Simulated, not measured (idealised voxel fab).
process module | voxel gate over fins
cross-section cut | 155 nm wide | cells 5 nm
A cross-section is a grid of square cells, given in bands from the top down. A band is one or more rows of cells.
Each band's line starts with the height of the band's top and of its bottom, in nm. Then come its materials from left to right, each with its width in nm. One material with "throughout" fills the band from edge to edge. "air" is empty space.
Height 0 is the level under which the wafer as received is all one material. The lowest band goes on downwards, as in "0 down".
A width such as "30 to 40" changes by the same amount from each row of cells to the next, from the band's top row to its bottom row.
"no change" after a step means that no cell of the cross-section changed.
closed voids: empty space of 8 cells or more with no open way to the top, each as width x height at its distance from the left edge, in nm
after a step's settings: what the simulator itself notes on the step
overlay nm, on a step with a mask: how far to the right of its planned place the mask lay; to the left if negative
plan
1 op RECEIVE | material Si
2 op CONFORMAL_DEP | material SiN | thk nm 10
3 op MASKED_ETCH | tone cover | mask id FINS | width nm 15 | pitch nm 55 | etch materials SiN | depth nm 10 | overlay nm 0
4 op MASKED_ETCH | tone cover | mask id FINS | width nm 15 | pitch nm 55 | etch materials Si | depth nm 35 | overlay nm 0
5 op FILL_DEP | material SiO2 | thk nm 15
6 op CMP | height nm 10
7 op DIRECTIONAL_DEP | material aC | thk nm 10
8 op PATTERN | tone open | mask id RAIL | material resist | width nm 15 | thk nm 25 | overlay nm 0
9 op DIRECTIONAL_ETCH | etch materials aC | depth nm 10
10 op STRIP | etch materials resist
11 op DIRECTIONAL_ETCH | etch materials SiO2 | depth nm 40
12 op STRIP | etch materials aC
13 op CONFORMAL_DEP | material TiN | thk nm 5
14 op FILL_DEP | material Ru | thk nm 10
15 op CMP | height nm 10
16 op SELECTIVE_ETCH | etch materials W Ru TiN | depth nm 30
17 op FILL_DEP | material SiO2 | thk nm 5
18 op CMP | height nm 10
19 op SELECTIVE_ETCH | etch materials SiO2 | depth nm 25
20 op STRIP | etch materials SiN
21 op CONFORMAL_DEP | material HfO2 | thk nm 5
22 op CONFORMAL_DEP | material TiN | thk nm 5
23 op CONFORMAL_DEP | material TiAl | thk nm 5
24 op CONFORMAL_DEP | material TiN | thk nm 5
25 op FILL_DEP | material W | thk nm 10
26 op CMP | height nm 25
27 op CONFORMAL_DEP | material SiCN | thk nm 10
as received, after step 1
  0 down: Si throughout
  closed voids: none
first wafer at the end, as planned
  35 to 25: SiCN throughout
  25 to 20: W throughout
  20 to 15: TiN throughout
  15 to 10: TiAl 45 | TiN 10 | TiAl 45 | TiN 10 | TiAl 45
  10 to 5: TiAl 5 | TiN 35 | TiAl 5 | TiN 10 | TiAl 5 | TiN 35 | TiAl 5 | TiN 10 | TiAl 5 | TiN 35 | TiAl 5
  5 to 0: TiAl 5 | TiN 5 | HfO2 25 | TiN 5 | TiAl 5 | TiN 10 | TiAl 5 | TiN 5 | HfO2 25 | TiN 5 | TiAl 5 | TiN 10 | TiAl 5 | TiN 5 | HfO2 25 | TiN 5 | TiAl 5
  0 to -5: TiAl 5 | TiN 5 | HfO2 5 | Si 15 | HfO2 5 | TiN 5 | TiAl 20 | TiN 5 | HfO2 5 | Si 15 | HfO2 5 | TiN 5 | TiAl 20 | TiN 5 | HfO2 5 | Si 15 | HfO2 5 | TiN 5 | TiAl 5
  -5 to -10: TiN 10 | HfO2 5 | Si 15 | HfO2 5 | TiN 30 | HfO2 5 | Si 15 | HfO2 5 | TiN 30 | HfO2 5 | Si 15 | HfO2 5 | TiN 10
  -10 to -15: HfO2 15 | Si 15 | HfO2 40 | Si 15 | HfO2 40 | Si 15 | HfO2 15
  -15 to -20: SiO2 15 | Si 15 | SiO2 40 | Si 15 | SiO2 40 | Si 15 | SiO2 15
  -20 to -25: SiO2 15 | Si 15 | SiO2 10 | TiN 5 | Ru 5 | TiN 5 | SiO2 15 | Si 15 | SiO2 40 | Si 15 | SiO2 15
  -25 to -30: SiO2 15 | Si 15 | SiO2 10 | TiN 15 | SiO2 15 | Si 15 | SiO2 40 | Si 15 | SiO2 15
  -30 to -35: SiO2 15 | Si 15 | SiO2 40 | Si 15 | SiO2 40 | Si 15 | SiO2 15
  -35 down: Si throughout
  closed voids: none
second wafer at the end: like start, like plan, one mistake
  35 to 25: SiCN throughout
  25 to 20: aC throughout
  20 to 15: TiN throughout
  15 to 10: TiAl 45 | TiN 10 | TiAl 45 | TiN 10 | TiAl 45
  10 to 5: TiAl 5 | TiN 35 | TiAl 5 | TiN 10 | TiAl 5 | TiN 35 | TiAl 5 | TiN 10 | TiAl 5 | TiN 35 | TiAl 5
  5 to 0: TiAl 5 | TiN 5 | HfO2 25 | TiN 5 | TiAl 5 | TiN 10 | TiAl 5 | TiN 5 | HfO2 25 | TiN 5 | TiAl 5 | TiN 10 | TiAl 5 | TiN 5 | HfO2 25 | TiN 5 | TiAl 5
  0 to -5: TiAl 5 | TiN 5 | HfO2 5 | Si 15 | HfO2 5 | TiN 5 | TiAl 20 | TiN 5 | HfO2 5 | Si 15 | HfO2 5 | TiN 5 | TiAl 20 | TiN 5 | HfO2 5 | Si 15 | HfO2 5 | TiN 5 | TiAl 5
  -5 to -10: TiN 10 | HfO2 5 | Si 15 | HfO2 5 | TiN 30 | HfO2 5 | Si 15 | HfO2 5 | TiN 30 | HfO2 5 | Si 15 | HfO2 5 | TiN 10
  -10 to -15: HfO2 15 | Si 15 | HfO2 40 | Si 15 | HfO2 40 | Si 15 | HfO2 15
  -15 to -20: SiO2 15 | Si 15 | SiO2 40 | Si 15 | SiO2 40 | Si 15 | SiO2 15
  -20 to -25: SiO2 15 | Si 15 | SiO2 10 | TiN 5 | Ru 5 | TiN 5 | SiO2 15 | Si 15 | SiO2 40 | Si 15 | SiO2 15
  -25 to -30: SiO2 15 | Si 15 | SiO2 10 | TiN 15 | SiO2 15 | Si 15 | SiO2 40 | Si 15 | SiO2 15
  -30 to -35: SiO2 15 | Si 15 | SiO2 40 | Si 15 | SiO2 40 | Si 15 | SiO2 15
  -35 down: Si throughout
  closed voids: none
what went wrong: step 25 ran as: op FILL_DEP | material aC | thk nm 10
at the end the second wafer has, in cells: 31 fewer of W | 31 more of aC
